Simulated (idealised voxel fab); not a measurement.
Herein follows the process module entitled voxel transistor to metal.
For reference, the cross-section in this document is cut, with width 290 nm and square cells of 5 nm.
Think of the cross-section as a grid of square cells. We describe it in bands, top to bottom, and each band covers one or more rows of those cells. Per band: top height and bottom height in nm, followed by the left-to-right materials and their widths in nm; "throughout" marks a single material spanning edge to edge, "air" marks empty space. Below 0: as-received wafer, all one material; heights counted from there. Lowest band: no bottom, goes on down, written "0 -> down". Think of "30..40" as a width that walks from the first number to the second as you go down the band, top row to bottom row, taking equal-sized steps from row to row. Where the words "all unchanged" appear for a step, the cross-section shows no cell changed by that step; every cell remained as before. Empty spaces without an open route to the top, at least 8 cells in extent, make up the entry "Unvented cavities"; each is given as width x height at distance, where the distance is measured from the left edge, and all are in nm. Formally, on a step line, whatever follows the settings is a remark that the simulator itself makes on the step. overlay nm, on a step with a mask: how far to the right of its planned place the mask lay; to the left if negative. Pairs, read this way: before one process step on the one hand, after it on the other, the after cross-section ending at the lowest band that changed; the step between, settings included, beneath. Same starting wafer throughout, but possibly different runs of this module, so no pair continues from the pair above unless its entry headed "Before processing" says so.

Before processing:
    15 -> 0  air=55; SiO2=5; SiN=5; SiO2=15; SiN=5; SiO2=5; air=110; SiO2=5; SiN=5; SiO2=15; SiN=5; SiO2=5; air=55
    0 -> -5  SiO2=10; air=45; SiO2=5; SiN=5; SiGe=15; SiN=5; SiO2=5; air=45; SiO2=20; air=45; SiO2=5; SiN=5; SiGe=15; SiN=5; SiO2=5; air=45; SiO2=10
    -5 -> -10  SiO2=65; SiGe=15; SiO2=130; SiGe=15; SiO2=65
    -10 -> -20  SiO2=15; Si=50; SiGe=15; Si=50; SiO2=30; Si=50; SiGe=15; Si=50; SiO2=15
    -20 -> -40  SiO2=15; Si=115; SiO2=30; Si=115; SiO2=15
    -40 -> down  Si throughout
    Unvented cavities: none

Resulting Cross-Section:
    15 -> 10  air=60; SiN=5; air=15; SiN=5; air=120; SiN=5; air=15; SiN=5; air=60
    10 -> 0  air=60; SiN=5; SiO2=15; SiN=5; air=120; SiN=5; SiO2=15; SiN=5; air=60
    0 -> -5  air=60; SiN=5; SiGe=15; SiN=5; air=120; SiN=5; SiGe=15; SiN=5; air=60
    -5 -> -10  SiO2=5; air=55; SiO2=5; SiGe=15; SiO2=5; air=55; SiO2=10; air=55; SiO2=5; SiGe=15; SiO2=5; air=55; SiO2=5
    Below a height of -10, the structure has not been altered.
    Unvented cavities: none
The structure shown above changes from one cross-section to the other through SELECTIVE_ETCH,etch materials SiO2,depth nm 5

Before processing: The cross-section prior to this step is the one presented after the step of the pair immediately above.

Resulting Cross-Section:
    20 -> 15  air=55; HfO2=15; air=5; HfO2=15; air=110; HfO2=15; air=5; HfO2=15; air=55
    15 -> 10  air=55; HfO2=5; SiN=5; HfO2=15; SiN=5; HfO2=5; air=110; HfO2=5; SiN=5; HfO2=15; SiN=5; HfO2=5; air=55
    10 -> 0  air=55; HfO2=5; SiN=5; SiO2=15; SiN=5; HfO2=5; air=110; HfO2=5; SiN=5; SiO2=15; SiN=5; HfO2=5; air=55
    0 -> -5  HfO2=10; air=45; HfO2=5; SiN=5; SiGe=15; SiN=5; HfO2=5; air=45; HfO2=20; air=45; HfO2=5; SiN=5; SiGe=15; SiN=5; HfO2=5; air=45; HfO2=10
    -5 -> -10  SiO2=5; HfO2=55; SiO2=5; SiGe=15; SiO2=5; HfO2=55; SiO2=10; HfO2=55; SiO2=5; SiGe=15; SiO2=5; HfO2=55; SiO2=5
    Below a height of -10, the structure has not been altered.
    Unvented cavities: none
The structure shown above changes from one cross-section to the other through CONFORMAL_DEP,material HfO2,thk nm 5

Before processing: The cross-section prior to this step is the one presented after the step of the pair immediately above.

Resulting Cross-Section:
    25 -> 20  air=50; TiN=45; air=100; TiN=45; air=50
    20 -> 15  air=50; TiN=5; HfO2=15; TiN=5; HfO2=15; TiN=5; air=100; TiN=5; HfO2=15; TiN=5; HfO2=15; TiN=5; air=50
    15 -> 10  air=50; TiN=5; HfO2=5; SiN=5; HfO2=15; SiN=5; HfO2=5; TiN=5; air=100; TiN=5; HfO2=5; SiN=5; HfO2=15; SiN=5; HfO2=5; TiN=5; air=50
    10 -> 5  air=50; TiN=5; HfO2=5; SiN=5; SiO2=15; SiN=5; HfO2=5; TiN=5; air=100; TiN=5; HfO2=5; SiN=5; SiO2=15; SiN=5; HfO2=5; TiN=5; air=50
    5 -> 0  TiN=15; air=35; TiN=5; HfO2=5; SiN=5; SiO2=15; SiN=5; HfO2=5; TiN=5; air=35; TiN=30; air=35; TiN=5; HfO2=5; SiN=5; SiO2=15; SiN=5; HfO2=5; TiN=5; air=35; TiN=15
    0 -> -5  HfO2=10; TiN=45; HfO2=5; SiN=5; SiGe=15; SiN=5; HfO2=5; TiN=45; HfO2=20; TiN=45; HfO2=5; SiN=5; SiGe=15; SiN=5; HfO2=5; TiN=45; HfO2=10
    Below a height of -5, the structure has not been altered.
    Unvented cavities: none
The structure shown above changes from one cross-section to the other through CONFORMAL_DEP,material TiN,thk nm 5

Before processing: The cross-section prior to this step is the one presented after the step of the pair immediately above.

Resulting Cross-Section:
    30 -> 25  W throughout
    25 -> 20  W=50; TiN=45; W=100; TiN=45; W=50
    20 -> 15  W=50; TiN=5; HfO2=15; TiN=5; HfO2=15; TiN=5; W=100; TiN=5; HfO2=15; TiN=5; HfO2=15; TiN=5; W=50
    15 -> 10  W=50; TiN=5; HfO2=5; SiN=5; HfO2=15; SiN=5; HfO2=5; TiN=5; W=100; TiN=5; HfO2=5; SiN=5; HfO2=15; SiN=5; HfO2=5; TiN=5; W=50
    10 -> 5  W=50; TiN=5; HfO2=5; SiN=5; SiO2=15; SiN=5; HfO2=5; TiN=5; W=100; TiN=5; HfO2=5; SiN=5; SiO2=15; SiN=5; HfO2=5; TiN=5; W=50
    5 -> 0  TiN=15; W=35; TiN=5; HfO2=5; SiN=5; SiO2=15; SiN=5; HfO2=5; TiN=5; W=35; TiN=30; W=35; TiN=5; HfO2=5; SiN=5; SiO2=15; SiN=5; HfO2=5; TiN=5; W=35; TiN=15
    Below a height of 0, the structure has not been altered.
    Unvented cavities: none
The structure shown above changes from one cross-section to the other through FILL_DEP,material W,thk nm 5

Before processing: The cross-section prior to this step is the one presented after the step of the pair immediately above.

Resulting Cross-Section:
    10 -> 5  W=50; TiN=5; HfO2=5; SiN=5; SiO2=15; SiN=5; HfO2=5; TiN=5; W=100; TiN=5; HfO2=5; SiN=5; SiO2=15; SiN=5; HfO2=5; TiN=5; W=50
    Below a height of 5, the structure has not been altered.
    Unvented cavities: none
The structure shown above changes from one cross-section to the other through CMP,height nm 10

Before processing: The cross-section prior to this step is the one presented after the step of the pair immediately above.

Resulting Cross-Section:
    20 -> 10  SiO2 throughout
    Below a height of 10, the structure has not been altered.
    Unvented cavities: none
The structure shown above changes from one cross-section to the other through DIRECTIONAL_DEP,material SiO2,thk nm 10

Before processing: The cross-section prior to this step is the one presented after the step of the pair immediately above.

Resulting Cross-Section:
    40 -> 20  resist=20; air=20; resist=65; air=20; resist=40; air=20; resist=65; air=20; resist=20
    Below a height of 20, the structure has not been altered.
    Unvented cavities: none
The structure shown above changes from one cross-section to the other through PATTERN,tone open,mask id CONTACT,material resist,width nm 20,thk nm 20,overlay nm 0

Before processing: The cross-section prior to this step is the one presented after the step of the pair immediately above.

Resulting Cross-Section:
    40 -> 20  resist=20; air=20; resist=65; air=20; resist=40; air=20; resist=65; air=20; resist=20
    20 -> 10  SiO2=20; air=20; SiO2=65; air=20; SiO2=40; air=20; SiO2=65; air=20; SiO2=20
    Below a height of 10, the structure has not been altered.
    Unvented cavities: none
The structure shown above changes from one cross-section to the other through DIRECTIONAL_ETCH,etch materials SiO2,depth nm 30

Before processing: The cross-section prior to this step is the one presented after the step of the pair immediately above.

Resulting Cross-Section:
    20 -> 10  SiO2=20; air=20; SiO2=65; air=20; SiO2=40; air=20; SiO2=65; air=20; SiO2=20
    Below a height of 10, the structure has not been altered.
    Unvented cavities: none
The structure shown above changes from one cross-section to the other through STRIP,etch materials resist

Before processing: The cross-section prior to this step is the one presented after the step of the pair immediately above.

Resulting Cross-Section:
    25 -> 20  TiN=25; air=10; TiN=75; air=10; TiN=50; air=10; TiN=75; air=10; TiN=25
    20 -> 15  SiO2=20; TiN=5; air=10; TiN=5; SiO2=65; TiN=5; air=10; TiN=5; SiO2=40; TiN=5; air=10; TiN=5; SiO2=65; TiN=5; air=10; TiN=5; SiO2=20
    15 -> 10  SiO2=20; TiN=20; SiO2=65; TiN=20; SiO2=40; TiN=20; SiO2=65; TiN=20; SiO2=20
    Below a height of 10, the structure has not been altered.
    Unvented cavities: none
The structure shown above changes from one cross-section to the other through CONFORMAL_DEP,material TiN,thk nm 5

Before processing: The cross-section prior to this step is the one presented after the step of the pair immediately above.

Resulting Cross-Section:
    35 -> 25  Ru throughout
    25 -> 20  TiN=25; Ru=10; TiN=75; Ru=10; TiN=50; Ru=10; TiN=75; Ru=10; TiN=25
    20 -> 15  SiO2=20; TiN=5; Ru=10; TiN=5; SiO2=65; TiN=5; Ru=10; TiN=5; SiO2=40; TiN=5; Ru=10; TiN=5; SiO2=65; TiN=5; Ru=10; TiN=5; SiO2=20
    Below a height of 15, the structure has not been altered.
    Unvented cavities: none
The structure shown above changes from one cross-section to the other through FILL_DEP,material Ru,thk nm 10

Before processing: The cross-section prior to this step is the one presented after the step of the pair immediately above.

Resulting Cross-Section:
    20 -> 15  SiO2=20; TiN=5; Ru=10; TiN=5; SiO2=65; TiN=5; Ru=10; TiN=5; SiO2=40; TiN=5; Ru=10; TiN=5; SiO2=65; TiN=5; Ru=10; TiN=5; SiO2=20
    Below a height of 15, the structure has not been altered.
    Unvented cavities: none
The structure shown above changes from one cross-section to the other through CMP,height nm 20

Before processing: The cross-section prior to this step is the one presented after the step of the pair immediately above.

Resulting Cross-Section:
    25 -> 20  TiN throughout
    Below a height of 20, the structure has not been altered.
    Unvented cavities: none
The structure shown above changes from one cross-section to the other through DIRECTIONAL_DEP,material TiN,thk nm 5

Before processing: The cross-section prior to this step is the one presented after the step of the pair immediately above.

Resulting Cross-Section:
    50 -> 25  W throughout
    Below a height of 25, the structure has not been altered.
    Unvented cavities: none
The structure shown above changes from one cross-section to the other through DIRECTIONAL_DEP,material W,thk nm 25

Before processing: The cross-section prior to this step is the one presented after the step of the pair immediately above.

Resulting Cross-Section:
    65 -> 50  air=20; resist=20; air=65; resist=20; air=40; resist=20; air=65; resist=20; air=20
    Below a height of 50, the structure has not been altered.
    Unvented cavities: none
The structure shown above changes from one cross-section to the other through PATTERN,tone cover,mask id METAL_1,material resist,width nm 20,thk nm 15,overlay nm 0

Before processing: The cross-section prior to this step is the one presented after the step of the pair immediately above.

Resulting Cross-Section:
    65 -> 50  air=20; resist=20; air=65; resist=20; air=40; resist=20; air=65; resist=20; air=20
    50 -> 25  air=20; W=20; air=65; W=20; air=40; W=20; air=65; W=20; air=20
    Below a height of 25, the structure has not been altered.
    Unvented cavities: none
The structure shown above changes from one cross-section to the other through DIRECTIONAL_ETCH,etch materials W,depth nm 25

Before processing: The cross-section prior to this step is the one presented after the step of the pair immediately above.

Resulting Cross-Section:
    65 -> 50  air=20; resist=20; air=65; resist=20; air=40; resist=20; air=65; resist=20; air=20
    50 -> 25  air=20; W=20; air=65; W=20; air=40; W=20; air=65; W=20; air=20
    25 -> 20  air=20; TiN=20; air=65; TiN=20; air=40; TiN=20; air=65; TiN=20; air=20
    Below a height of 20, the structure has not been altered.
    Unvented cavities: none
The structure shown above changes from one cross-section to the other through DIRECTIONAL_ETCH,etch materials TiN,depth nm 5

Before processing: The cross-section prior to this step is the one presented after the step of the pair immediately above.

Resulting Cross-Section:
    50 -> 25  air=20; W=20; air=65; W=20; air=40; W=20; air=65; W=20; air=20
    Below a height of 25, the structure has not been altered.
    Unvented cavities: none
The structure shown above changes from one cross-section to the other through STRIP,etch materials resist

Before processing: The cross-section prior to this step is the one presented after the step of the pair immediately above.

Resulting Cross-Section:
    60 -> 50  lowk throughout
    50 -> 25  lowk=20; W=20; lowk=65; W=20; lowk=40; W=20; lowk=65; W=20; lowk=20
    25 -> 20  lowk=20; TiN=20; lowk=65; TiN=20; lowk=40; TiN=20; lowk=65; TiN=20; lowk=20
    Below a height of 20, the structure has not been altered.
    Unvented cavities: none
The structure shown above changes from one cross-section to the other through FILL_DEP,material lowk,thk nm 10

Before processing: The cross-section prior to this step is the one presented after the step of the pair immediately above.

Resulting Cross-Section:
    50 -> 25  lowk=20; W=20; lowk=65; W=20; lowk=40; W=20; lowk=65; W=20; lowk=20
    Below a height of 25, the structure has not been altered.
    Unvented cavities: none
The structure shown above changes from one cross-section to the other through CMP,height nm 50

Before processing: The cross-section prior to this step is the one presented after the step of the pair immediately above.

Resulting Cross-Section:
    55 -> 50  SiCN throughout
    Below a height of 50, the structure has not been altered.
    Unvented cavities: none
The structure shown above changes from one cross-section to the other through CONFORMAL_DEP,material SiCN,thk nm 5

Before processing: The cross-section prior to this step is the one presented after the step of the pair immediately above.

Resulting Cross-Section:
    85 -> 55  SiO2 throughout
    Below a height of 55, the structure has not been altered.
    Unvented cavities: none
The structure shown above changes from one cross-section to the other through DIRECTIONAL_DEP,material SiO2,thk nm 30

Before processing: The cross-section prior to this step is the one presented after the step of the pair immediately above.

Resulting Cross-Section:
    85 -> 70  SiO2=20; air=20; SiO2=125; air=20; SiO2=105
    Below a height of 70, the structure has not been altered.
    Unvented cavities: none
The structure shown above changes from one cross-section to the other through MASKED_ETCH,tone open,mask id METAL_2,width nm 20,pitch nm 145,etch materials SiO2,depth nm 15,overlay nm 0

Before processing: The cross-section prior to this step is the one presented after the step of the pair immediately above.

Resulting Cross-Section:
    85 -> 70  SiO2=20; air=20; SiO2=125; air=20; SiO2=105
    70 -> 55  SiO2=20; air=15; SiO2=130; air=15; SiO2=110
    Below a height of 55, the structure has not been altered.
    Unvented cavities: none
The structure shown above changes from one cross-section to the other through MASKED_ETCH,tone open,mask id METAL_2_HOLES,width nm 15,pitch nm 145,etch materials SiO2,depth nm 15,overlay nm 0

Before processing: The cross-section prior to this step is the one presented after the step of the pair immediately above.

Resulting Cross-Section:
    85 -> 70  SiO2=20; air=20; SiO2=125; air=20; SiO2=105
    70 -> 55  SiO2=20; air=15; SiO2=130; air=15; SiO2=110
    55 -> 50  SiCN=20; air=15; SiCN=130; air=15; SiCN=110
    Below a height of 50, the structure has not been altered.
    Unvented cavities: none
The structure shown above changes from one cross-section to the other through MASKED_ETCH,tone open,mask id METAL_2_HOLES,width nm 15,pitch nm 145,etch materials SiCN,depth nm 5,overlay nm 0

Before processing: The cross-section prior to this step is the one presented after the step of the pair immediately above.

Resulting Cross-Section:
    90 -> 85  TiN=25; air=10; TiN=135; air=10; TiN=110
    85 -> 75  SiO2=20; TiN=5; air=10; TiN=5; SiO2=125; TiN=5; air=10; TiN=5; SiO2=105
    75 -> 70  SiO2=20; TiN=5; air=5; TiN=10; SiO2=125; TiN=5; air=5; TiN=10; SiO2=105
    70 -> 55  SiO2=20; TiN=5; air=5; TiN=5; SiO2=130; TiN=5; air=5; TiN=5; SiO2=110
    55 -> 50  SiCN=20; TiN=15; SiCN=130; TiN=15; SiCN=110
    Below a height of 50, the structure has not been altered.
    Unvented cavities: none
The structure shown above changes from one cross-section to the other through CONFORMAL_DEP,material TiN,thk nm 5

Before processing: The cross-section prior to this step is the one presented after the step of the pair immediately above.

Resulting Cross-Section:
    100 -> 90  Cu throughout
    90 -> 85  TiN=25; Cu=10; TiN=135; Cu=10; TiN=110
    85 -> 75  SiO2=20; TiN=5; Cu=10; TiN=5; SiO2=125; TiN=5; Cu=10; TiN=5; SiO2=105
    75 -> 70  SiO2=20; TiN=5; Cu=5; TiN=10; SiO2=125; TiN=5; Cu=5; TiN=10; SiO2=105
    70 -> 55  SiO2=20; TiN=5; Cu=5; TiN=5; SiO2=130; TiN=5; Cu=5; TiN=5; SiO2=110
    Below a height of 55, the structure has not been altered.
    Unvented cavities: none
The structure shown above changes from one cross-section to the other through FILL_DEP,material Cu,thk nm 10

Before processing: The cross-section prior to this step is the one presented after the step of the pair immediately above.

Resulting Cross-Section:
    85 -> 75  SiO2=20; TiN=5; Cu=10; TiN=5; SiO2=125; TiN=5; Cu=10; TiN=5; SiO2=105
    Below a height of 75, the structure has not been altered.
    Unvented cavities: none
The structure shown above changes from one cross-section to the other through CMP,height nm 85

Before processing: The cross-section prior to this step is the one presented after the step of the pair immediately above.

Resulting Cross-Section:
    90 -> 85  SiN throughout
    Below a height of 85, the structure has not been altered.
    Unvented cavities: none
The structure shown above changes from one cross-section to the other through CONFORMAL_DEP,material SiN,thk nm 5
